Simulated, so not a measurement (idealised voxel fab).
The process module that follows is named voxel trench capacitor.
Pictured: cross-section cut, 195 nm wide, on a grid of 5 nm square cells.
Heads up, the way a cross-section reads in here is a grid of square cells, handed over as bands from the top down, with every band being one or more rows of cells.
Heights first: top, then bottom, in nm. Then materials, left to right, each with a width in nm. "all across" on a single material: fills the band edge to edge. "empty": empty space.
Heads up on the height convention: 0 is the point under which the incoming wafer is all one material, and the lowest band has no bottom, it just keeps going down, like "0 nm and below".
With a width like "30 to 40", each row of cells in the band differs from the next by the same amount, the top row carrying the first number and the bottom row the second.
Any step labelled "nothing got changed" changed none of the cells in the cross-section.
Reported under the label "Sealed void list" are the empty spaces having no open way to the top and comprising 8 cells or more; the notation for each is width x height at distance, in which the distance is measured from the left edge and all three values are in nm.
Whatever follows a step's settings on its line is a remark the simulator itself makes about that step.
The "overlay nm" setting may appear on a step's line; for a step that uses a mask, it gives how far to the right of its planned position the mask lay, and a negative value indicates the left.

[The process steps that were planned are listed below]
1. RECEIVE | material Si
2. CONFORMAL_DEP | material SiN | thk nm 10
3. PATTERN | tone open | mask id TRENCH | material resist | width nm 25 | pitch nm 45 | thk nm 15 | overlay nm 0
4. DIRECTIONAL_ETCH | etch materials SiN | depth nm 10
5. DIRECTIONAL_ETCH | etch materials Si | depth nm 30
6. STRIP | etch materials resist
7. CONFORMAL_DEP | material Al2O3 | thk nm 5
8. CONFORMAL_DEP | material TiN | thk nm 5
9. FILL_DEP | material W | thk nm 5
10. CMP | height nm 10

[First wafer, two in total, run as planned]

[As received (post step 1): cross-section]
	0 nm and below  Si all across
	Sealed void list: none

[Cross-section of the wafer after step 2]
	10 nm to 0 nm  SiN all across
	Whatever lies below 0 is exactly as it was before.

[Cross-section of the wafer after step 3]
	25 nm to 10 nm  40 nm resist; 25 nm empty; 20 nm resist; 25 nm empty; 20 nm resist; 25 nm empty; 40 nm resist
	Whatever lies below 10 is exactly as it was before.

[Cross-section of the wafer after step 4]
	25 nm to 10 nm  40 nm resist; 25 nm empty; 20 nm resist; 25 nm empty; 20 nm resist; 25 nm empty; 40 nm resist
	10 nm to 0 nm  40 nm SiN; 25 nm empty; 20 nm SiN; 25 nm empty; 20 nm SiN; 25 nm empty; 40 nm SiN
	Whatever lies below 0 is exactly as it was before.

[Cross-section of the wafer after step 5]
	25 nm to 10 nm  40 nm resist; 25 nm empty; 20 nm resist; 25 nm empty; 20 nm resist; 25 nm empty; 40 nm resist
	10 nm to 0 nm  40 nm SiN; 25 nm empty; 20 nm SiN; 25 nm empty; 20 nm SiN; 25 nm empty; 40 nm SiN
	0 nm to -30 nm  40 nm Si; 25 nm empty; 20 nm Si; 25 nm empty; 20 nm Si; 25 nm empty; 40 nm Si
	Whatever lies below -30 is exactly as it was before.

[Cross-section of the wafer after step 6]
	10 nm to 0 nm  40 nm SiN; 25 nm empty; 20 nm SiN; 25 nm empty; 20 nm SiN; 25 nm empty; 40 nm SiN
	Whatever lies below 0 is exactly as it was before.

[Cross-section of the wafer after step 7]
	15 nm to 10 nm  45 nm Al2O3; 15 nm empty; 30 nm Al2O3; 15 nm empty; 30 nm Al2O3; 15 nm empty; 45 nm Al2O3
	10 nm to 0 nm  40 nm SiN; 5 nm Al2O3; 15 nm empty; 5 nm Al2O3; 20 nm SiN; 5 nm Al2O3; 15 nm empty; 5 nm Al2O3; 20 nm SiN; 5 nm Al2O3; 15 nm empty; 5 nm Al2O3; 40 nm SiN
	0 nm to -25 nm  40 nm Si; 5 nm Al2O3; 15 nm empty; 5 nm Al2O3; 20 nm Si; 5 nm Al2O3; 15 nm empty; 5 nm Al2O3; 20 nm Si; 5 nm Al2O3; 15 nm empty; 5 nm Al2O3; 40 nm Si
	-25 nm to -30 nm  40 nm Si; 25 nm Al2O3; 20 nm Si; 25 nm Al2O3; 20 nm Si; 25 nm Al2O3; 40 nm Si
	Whatever lies below -30 is exactly as it was before.

[Cross-section of the wafer after step 8]
	20 nm to 15 nm  50 nm TiN; 5 nm empty; 40 nm TiN; 5 nm empty; 40 nm TiN; 5 nm empty; 50 nm TiN
	15 nm to 10 nm  45 nm Al2O3; 5 nm TiN; 5 nm empty; 5 nm TiN; 30 nm Al2O3; 5 nm TiN; 5 nm empty; 5 nm TiN; 30 nm Al2O3; 5 nm TiN; 5 nm empty; 5 nm TiN; 45 nm Al2O3
	10 nm to 0 nm  40 nm SiN; 5 nm Al2O3; 5 nm TiN; 5 nm empty; 5 nm TiN; 5 nm Al2O3; 20 nm SiN; 5 nm Al2O3; 5 nm TiN; 5 nm empty; 5 nm TiN; 5 nm Al2O3; 20 nm SiN; 5 nm Al2O3; 5 nm TiN; 5 nm empty; 5 nm TiN; 5 nm Al2O3; 40 nm SiN
	0 nm to -20 nm  40 nm Si; 5 nm Al2O3; 5 nm TiN; 5 nm empty; 5 nm TiN; 5 nm Al2O3; 20 nm Si; 5 nm Al2O3; 5 nm TiN; 5 nm empty; 5 nm TiN; 5 nm Al2O3; 20 nm Si; 5 nm Al2O3; 5 nm TiN; 5 nm empty; 5 nm TiN; 5 nm Al2O3; 40 nm Si
	-20 nm to -25 nm  40 nm Si; 5 nm Al2O3; 15 nm TiN; 5 nm Al2O3; 20 nm Si; 5 nm Al2O3; 15 nm TiN; 5 nm Al2O3; 20 nm Si; 5 nm Al2O3; 15 nm TiN; 5 nm Al2O3; 40 nm Si
	Whatever lies below -25 is exactly as it was before.

[Cross-section of the wafer after step 9]
	25 nm to 20 nm  W all across
	20 nm to 15 nm  50 nm TiN; 5 nm W; 40 nm TiN; 5 nm W; 40 nm TiN; 5 nm W; 50 nm TiN
	15 nm to 10 nm  45 nm Al2O3; 5 nm TiN; 5 nm W; 5 nm TiN; 30 nm Al2O3; 5 nm TiN; 5 nm W; 5 nm TiN; 30 nm Al2O3; 5 nm TiN; 5 nm W; 5 nm TiN; 45 nm Al2O3
	10 nm to 0 nm  40 nm SiN; 5 nm Al2O3; 5 nm TiN; 5 nm W; 5 nm TiN; 5 nm Al2O3; 20 nm SiN; 5 nm Al2O3; 5 nm TiN; 5 nm W; 5 nm TiN; 5 nm Al2O3; 20 nm SiN; 5 nm Al2O3; 5 nm TiN; 5 nm W; 5 nm TiN; 5 nm Al2O3; 40 nm SiN
	0 nm to -20 nm  40 nm Si; 5 nm Al2O3; 5 nm TiN; 5 nm W; 5 nm TiN; 5 nm Al2O3; 20 nm Si; 5 nm Al2O3; 5 nm TiN; 5 nm W; 5 nm TiN; 5 nm Al2O3; 20 nm Si; 5 nm Al2O3; 5 nm TiN; 5 nm W; 5 nm TiN; 5 nm Al2O3; 40 nm Si
	Whatever lies below -20 is exactly as it was before.

[Cross-section of the wafer after step 10]
	10 nm to 0 nm  40 nm SiN; 5 nm Al2O3; 5 nm TiN; 5 nm W; 5 nm TiN; 5 nm Al2O3; 20 nm SiN; 5 nm Al2O3; 5 nm TiN; 5 nm W; 5 nm TiN; 5 nm Al2O3; 20 nm SiN; 5 nm Al2O3; 5 nm TiN; 5 nm W; 5 nm TiN; 5 nm Al2O3; 40 nm SiN
	Whatever lies below 0 is exactly as it was before.

[The second wafer began exactly as the first did and followed the same plan, but one mistake was made while running it; through step 6 inclusive, the two wafers are identical]

[What the second wafer looks like in cross-section when step 7 should have wrapped up]
	15 nm to 10 nm  45 nm TiN; 15 nm empty; 30 nm TiN; 15 nm empty; 30 nm TiN; 15 nm empty; 45 nm TiN
	10 nm to 0 nm  40 nm SiN; 5 nm TiN; 15 nm empty; 5 nm TiN; 20 nm SiN; 5 nm TiN; 15 nm empty; 5 nm TiN; 20 nm SiN; 5 nm TiN; 15 nm empty; 5 nm TiN; 40 nm SiN
	0 nm to -25 nm  40 nm Si; 5 nm TiN; 15 nm empty; 5 nm TiN; 20 nm Si; 5 nm TiN; 15 nm empty; 5 nm TiN; 20 nm Si; 5 nm TiN; 15 nm empty; 5 nm TiN; 40 nm Si
	-25 nm to -30 nm  40 nm Si; 25 nm TiN; 20 nm Si; 25 nm TiN; 20 nm Si; 25 nm TiN; 40 nm Si
	Whatever lies below -30 is exactly as it was before.

[What the second wafer looks like in cross-section when step 8 should have wrapped up]
	20 nm to 15 nm  50 nm Al2O3; 5 nm empty; 40 nm Al2O3; 5 nm empty; 40 nm Al2O3; 5 nm empty; 50 nm Al2O3
	15 nm to 10 nm  45 nm TiN; 5 nm Al2O3; 5 nm empty; 5 nm Al2O3; 30 nm TiN; 5 nm Al2O3; 5 nm empty; 5 nm Al2O3; 30 nm TiN; 5 nm Al2O3; 5 nm empty; 5 nm Al2O3; 45 nm TiN
	10 nm to 0 nm  40 nm SiN; 5 nm TiN; 5 nm Al2O3; 5 nm empty; 5 nm Al2O3; 5 nm TiN; 20 nm SiN; 5 nm TiN; 5 nm Al2O3; 5 nm empty; 5 nm Al2O3; 5 nm TiN; 20 nm SiN; 5 nm TiN; 5 nm Al2O3; 5 nm empty; 5 nm Al2O3; 5 nm TiN; 40 nm SiN
	0 nm to -20 nm  40 nm Si; 5 nm TiN; 5 nm Al2O3; 5 nm empty; 5 nm Al2O3; 5 nm TiN; 20 nm Si; 5 nm TiN; 5 nm Al2O3; 5 nm empty; 5 nm Al2O3; 5 nm TiN; 20 nm Si; 5 nm TiN; 5 nm Al2O3; 5 nm empty; 5 nm Al2O3; 5 nm TiN; 40 nm Si
	-20 nm to -25 nm  40 nm Si; 5 nm TiN; 15 nm Al2O3; 5 nm TiN; 20 nm Si; 5 nm TiN; 15 nm Al2O3; 5 nm TiN; 20 nm Si; 5 nm TiN; 15 nm Al2O3; 5 nm TiN; 40 nm Si
	Whatever lies below -25 is exactly as it was before.

[What the second wafer looks like in cross-section when step 9 should have wrapped up]
	25 nm to 20 nm  W all across
	20 nm to 15 nm  50 nm Al2O3; 5 nm W; 40 nm Al2O3; 5 nm W; 40 nm Al2O3; 5 nm W; 50 nm Al2O3
	15 nm to 10 nm  45 nm TiN; 5 nm Al2O3; 5 nm W; 5 nm Al2O3; 30 nm TiN; 5 nm Al2O3; 5 nm W; 5 nm Al2O3; 30 nm TiN; 5 nm Al2O3; 5 nm W; 5 nm Al2O3; 45 nm TiN
	10 nm to 0 nm  40 nm SiN; 5 nm TiN; 5 nm Al2O3; 5 nm W; 5 nm Al2O3; 5 nm TiN; 20 nm SiN; 5 nm TiN; 5 nm Al2O3; 5 nm W; 5 nm Al2O3; 5 nm TiN; 20 nm SiN; 5 nm TiN; 5 nm Al2O3; 5 nm W; 5 nm Al2O3; 5 nm TiN; 40 nm SiN
	0 nm to -20 nm  40 nm Si; 5 nm TiN; 5 nm Al2O3; 5 nm W; 5 nm Al2O3; 5 nm TiN; 20 nm Si; 5 nm TiN; 5 nm Al2O3; 5 nm W; 5 nm Al2O3; 5 nm TiN; 20 nm Si; 5 nm TiN; 5 nm Al2O3; 5 nm W; 5 nm Al2O3; 5 nm TiN; 40 nm Si
	Whatever lies below -20 is exactly as it was before.

[What the second wafer looks like in cross-section when step 10 should have wrapped up]
	10 nm to 0 nm  40 nm SiN; 5 nm TiN; 5 nm Al2O3; 5 nm W; 5 nm Al2O3; 5 nm TiN; 20 nm SiN; 5 nm TiN; 5 nm Al2O3; 5 nm W; 5 nm Al2O3; 5 nm TiN; 20 nm SiN; 5 nm TiN; 5 nm Al2O3; 5 nm W; 5 nm Al2O3; 5 nm TiN; 40 nm SiN
	Whatever lies below 0 is exactly as it was before.
Error vs. plan: step 8 occupied the plan position of step 7, and the converse holds as well
Wrapping up, a cell-based count of both wafers puts the second over or under the first for these materials: Al2O3: 12 fewer | TiN: 12 more
